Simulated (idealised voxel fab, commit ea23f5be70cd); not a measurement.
The name of this process module is voxel tone inversion.
Each square cell in cross-section cut measures 5 nm, and the section as a whole is 220 nm wide.
If you're reading a cross-section in this doc, picture square cells in a grid; it comes to you as bands, top ones listed first down to the bottom, and a band can be one or more rows of cells. In this notation a band is specified by the heights of its top and bottom, in that order and in nm, after which its materials appear from left to right, each paired with its width in nm. The word "all across" attached to a single material means that material fills the band from edge to edge; the word "empty" stands for empty space. Measure heights from 0. That's the level where, below it, the as-received wafer is all one material. The lowest band is bottomless and extends downward; write it as in "0 down". The notation "30->40" denotes a width that varies across the rows of cells in the band, beginning at the first number in the top row, finishing at the second number in the bottom row, and changing by an identical amount from each row to the next. "no change occurred" -> step changed no cross-section cell. "Closed internal voids": empty spaces of 8 cells or more with no open way to the top, each given as width x height at distance, distance from the left edge, all in nm. On a step's line, text after the settings is the simulator commenting on that step. overlay nm: on a step with a mask, how far right of its planned place the mask lay; negative means left.

**These are the steps we planned for the process**
1 RECEIVE [material Si]
2 CONFORMAL_DEP [material SiN] [thk nm 10]
3 DIRECTIONAL_DEP [material aC] [thk nm 15]
4 PATTERN [tone cover] [mask id POSTS] [material resist] [width nm 15] [pitch nm 45] [thk nm 25] [overlay nm 0]
5 DIRECTIONAL_ETCH [etch materials aC] [depth nm 15]
6 STRIP [etch materials resist]
7 FILL_DEP [material lowk] [thk nm 10]
8 CMP [height nm 25]
9 STRIP [etch materials aC]

**Cross-section of the wafer as it came to us, i.e., already through step 1**
	0 down  Si all across
	Closed internal voids: none

**Cross-section, end of module. Start: as above. Plan: as above. Execution: one mistake**
	25 to 10  25 of lowk  15 of empty  30 of lowk  15 of empty  30 of lowk  15 of empty  30 of lowk  15 of empty  45 of lowk
	10 to 0  SiN all across
	0 down  Si all across
	Closed internal voids: none
Against the plan, the run slipped here: step 4 did not use the planned setting and instead ran as PATTERN [tone cover] [mask id POSTS] [material resist] [width nm 15] [pitch nm 45] [thk nm 25] [overlay nm -10]
